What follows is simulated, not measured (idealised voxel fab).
Process module in this document: voxel fin reveal
The cross-section shown here is cut; it is 295 nm wide and divided into square cells measuring 5 nm on a side.
Format of a cross-section: grid, square cells. Given as bands. Order: top down. Band: one or more rows of cells. Top height, bottom height, nm. Materials left to right, width each, nm. Single material + "all across" = fills band edge to edge. "blank" = empty. Height reference: 0 = level under which incoming wafer is all one material. Lowest band: no bottom, runs on downward, e.g. "top 0, no bottom". The two numbers in a width such as "30->40" mark its ends across the band: the first belongs to the top row of cells, the second to the bottom row, and from each row to the next the width moves by the same amount. The cross-section has no changed cell in any step marked "changes: none". "Completely sealed voids" specifies each empty space that is not open to the top and that occupies no fewer than 8 cells, using the form width x height at distance, the distance measured from the left edge and all three quantities in nm. Anything after a step's settings on that line? It's the simulator's own note about the step. overlay nm: mask offset rightward from planned place, masked step; negative means leftward offset.

### Listed below are the process steps as planned
1. RECEIVE | material Si
2. CONFORMAL_DEP | material SiN | thk nm 5
3. MASKED_ETCH | tone cover | mask id FINS | width nm 15 | pitch nm 45 | etch materials SiN | depth nm 5 | overlay nm 0
4. MASKED_ETCH | tone cover | mask id FINS | width nm 15 | pitch nm 45 | etch materials Si | depth nm 30 | overlay nm 0
5. OXIDIZE | depth nm 5
6. FILL_DEP | material SiO2 | thk nm 5
7. CMP | height nm 5
8. SELECTIVE_ETCH | etch materials SiO2 | depth nm 25
9. STRIP | etch materials SiN

### Cross-section of the wafer at receipt, which is the condition after step 1
- top 0, no bottom: Si all across
- Completely sealed voids: none

### Looking at the first of two wafers in cross-section at end of module - ran to plan
- top 0, bottom -20: blank: 100  Si: 5  blank: 40  Si: 5  blank: 40  Si: 5  blank: 100
- top -20, bottom -35: SiO2: 100  Si: 5  SiO2: 40  Si: 5  SiO2: 40  Si: 5  SiO2: 100
- top -35, no bottom: Si all across
- Completely sealed voids: none

### Cross-sectional view of the second of two wafers upon completion of the module. This wafer shared its starting condition and process plan with the first; one error was made during its execution
- top 0, bottom -35: blank: 100  Si: 5  blank: 40  Si: 5  blank: 40  Si: 5  blank: 100
- top -35, no bottom: Si all across
- Completely sealed voids: none
Error vs. plan: step 8, plan: ran twice
Bottom line after processing is that, in cells, the second wafer is up or down on some materials versus the first: 168 fewer of SiO2
